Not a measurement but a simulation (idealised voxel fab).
Proc. module: voxel double patterning
Square cell edge 5 nm, section width 200 nm, ID cut.
Notation: cross-section as square-cell grid; stated in bands, top first, going down; one or more cell rows per band.
Heads up on the band format: heights come first, top then bottom, in nm. After that it's the materials left to right, each with its width in nm. A single material flagged "all across" fills the whole band edge to edge, and "air" means there's empty space there.
Heights are measured from 0, the level below which the as-received wafer is all one material; the lowest band has no bottom and continues downward, written as in "0 -> down".
The notation "30..40" denotes a width that varies across the rows of cells in the band, beginning at the first number in the top row, finishing at the second number in the bottom row, and changing by an identical amount from each row to the next.
"nothing got changed" (step): cross-section cells unchanged, all of them.
In "Closed-off voids" the enclosed voids are listed, meaning empty spaces of 8 cells or larger without any opening to the top. The form is width x height at distance, distance from the left edge, units nm.
What comes after the settings on a step's line is commentary from the simulator itself on that step.
overlay nm: step with mask; distance mask lay right of planned place; negative value = left of planned place.

**Steps planned for the process**
1) RECEIVE [material Si]
2) CONFORMAL_DEP [material SiO2] [thk nm 10]
3) DIRECTIONAL_DEP [material W] [thk nm 10]
4) DIRECTIONAL_DEP [material SiN] [thk nm 10]
5) MASKED_ETCH [tone open] [mask id FIRST] [width nm 15] [pitch nm 50] [etch materials SiN] [depth nm 10] [overlay nm 0]
6) MASKED_ETCH [tone open] [mask id SECOND] [width nm 15] [etch materials SiN] [depth nm 10] [overlay nm 0]
7) DIRECTIONAL_ETCH [etch materials W] [depth nm 10]
8) STRIP [etch materials SiN]
Quick note for whoever runs this: the wafers start identical, but the width nm at step 5 isn't the same across them. The plan just shows what the first wafer had.

**As-received state after step 1, first of several wafers, cross-section**
    0 -> down: Si all across
    Closed-off voids: none

**each wafer at the end: cells of each material gained (+) or lost (-) since it was received, then its closed voids**
width nm 15; +80 SiO2; +62 W; Closed-off voids: none
width nm 20; +80 SiO2; +58 W; Closed-off voids: none
width nm 25; +80 SiO2; +54 W; Closed-off voids: none
width nm 30; +80 SiO2; +50 W; Closed-off voids: none
